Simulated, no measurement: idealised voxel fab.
The process module that follows is named voxel capacitor over wiring.
Square cell edge 5 nm, section width 185 nm, ID cut.
A cross-section is written here as square cells arranged in a grid, and it is given in bands from the top down, each band taking up one or more rows of cells.
Band: top and bottom heights (nm) first, top before bottom; then materials from left to right, widths in nm. "edge to edge" marks a sole material filling the band edge to edge. "air" denotes empty space.
It should be noted that heights are counted from 0, beneath which the wafer as supplied is of one material throughout, and that the lowest band possesses no lower boundary but continues downward, as written in "from 0 down".
With a width like "30 to 40", each row of cells in the band differs from the next by the same amount, the top row carrying the first number and the bottom row the second.
Reading "nothing altered" for a step: not a cell of the cross-section changed in it.
For the entry "Trapped cavities", the listed items are empty spaces with no open way to the top whose size is 8 cells or more; each item follows the pattern width x height at distance, where distance is from the left edge and all three are in nm.
What comes after the settings on a step's line is commentary from the simulator itself on that step.
The optional step-line setting "overlay nm" applies to steps with a mask and quantifies how far to the right of its planned location the mask lay, a negative value indicating leftward placement.
**Process steps foreseen in the plan**
1) op RECEIVE | material Si
2) op CONFORMAL_DEP | material SiO2 | thk nm 10
3) op CONFORMAL_DEP | material SiCN | thk nm 5
4) op DIRECTIONAL_DEP | material lowk | thk nm 15
5) op MASKED_ETCH | tone open | mask id METAL_1 | width nm 30 | pitch nm 85 | etch materials lowk | depth nm 15 | overlay nm 0
6) op MASKED_ETCH | tone open | mask id METAL_1 | width nm 30 | pitch nm 85 | etch materials SiCN | depth nm 5 | overlay nm 0
7) op CONFORMAL_DEP | material TiN | thk nm 5
8) op FILL_DEP | material Cu | thk nm 5
9) op CMP | height nm 30
10) op CONFORMAL_DEP | material SiCN | thk nm 5
11) op DIRECTIONAL_DEP | material SiO2 | thk nm 10
12) op PATTERN | tone open | mask id PLUG_1 | material resist | width nm 15 | thk nm 20 | overlay nm 0
13) op DIRECTIONAL_ETCH | etch materials SiO2 | depth nm 10
14) op DIRECTIONAL_ETCH | etch materials SiCN | depth nm 5
15) op STRIP | etch materials resist
16) op CONFORMAL_DEP | material TiN | thk nm 5
17) op FILL_DEP | material Cu | thk nm 5
18) op CMP | height nm 45
19) op DIRECTIONAL_DEP | material TiN | thk nm 5
20) op DIRECTIONAL_DEP | material SiN | thk nm 5
21) op DIRECTIONAL_DEP | material TiN | thk nm 5
22) op PATTERN | tone cover | mask id UPPER_PLATE | material resist | width nm 60 | thk nm 20 | overlay nm 0
23) op DIRECTIONAL_ETCH | etch materials TiN | depth nm 5
24) op DIRECTIONAL_ETCH | etch materials SiN | depth nm 5
25) op STRIP | etch materials resist
26) op PATTERN | tone cover | mask id LOWER_PLATE | material resist | width nm 70 | thk nm 20 | overlay nm 0
27) op DIRECTIONAL_ETCH | etch materials TiN | depth nm 5
28) op STRIP | etch materials resist
29) op FILL_DEP | material SiO2 | thk nm 20
30) op CMP | height nm 75
31) op MASKED_ETCH | tone open | mask id PLUG_2 | width nm 15 | etch materials SiO2 | depth nm 15 | overlay nm 0
32) op CONFORMAL_DEP | material TiN | thk nm 5
33) op FILL_DEP | material Ru | thk nm 5
34) op CMP | height nm 75
35) op CONFORMAL_DEP | material SiCN | thk nm 5
**as received, after step 1**
    from 0 down = Si edge to edge
    Trapped cavities: none
**Cross-section, first of two wafers, end of module, run as planned**
    from 80 to 75 = SiCN edge to edge
    from 75 to 65 = 60 SiO2  5 TiN  5 Ru  5 TiN  110 SiO2
    from 65 to 55 = 60 to 50 SiO2  15 to 60 TiN  110 to 75 SiO2
    from 55 to 50 = 50 SiO2  60 SiN  75 SiO2
    from 50 to 45 = 45 SiO2  70 TiN  70 SiO2
    from 45 to 35 = 50 SiO2  5 TiN  5 Cu  5 TiN  120 SiO2
    from 35 to 30 = 50 SiCN  15 TiN  120 SiCN
    from 30 to 15 = 35 lowk  5 TiN  20 Cu  5 TiN  55 lowk  5 TiN  20 Cu  5 TiN  35 lowk
    from 15 to 10 = 35 SiCN  30 TiN  55 SiCN  30 TiN  35 SiCN
    from 10 to 0 = SiO2 edge to edge
    from 0 down = Si edge to edge
    Trapped cavities: none
**Cross-section, wafer two of two, end of module: same start and plan as wafer one, one error in execution**
    from 80 to 75 = SiCN edge to edge
    from 75 to 65 = 60 SiO2  5 TiN  5 Ru  5 TiN  110 SiO2
    from 65 to 55 = 60 to 50 SiO2  15 to 60 TiN  110 to 75 SiO2
    from 55 to 50 = 50 SiO2  60 SiN  75 SiO2
    from 50 to 45 = 45 SiO2  70 TiN  70 SiO2
    from 45 to 35 = 50 SiO2  5 TiN  5 Cu  5 TiN  120 SiO2
    from 35 to 30 = 50 SiCN  15 TiN  120 SiCN
    from 30 to 15 = 35 lowk  5 TiN  20 SiO2  5 TiN  55 lowk  5 TiN  20 SiO2  5 TiN  35 lowk
    from 15 to 10 = 35 SiCN  30 TiN  55 SiCN  30 TiN  35 SiCN
    from 10 to 0 = SiO2 edge to edge
    from 0 down = Si edge to edge
    Trapped cavities: none
What went wrong in running the wafer? step 8 deviated from plan and actually ran as op FILL_DEP | material SiO2 | thk nm 5
Wrapping up, a cell-based count of both wafers puts the second over or under the first for these materials: Cu -24; SiO2 +24
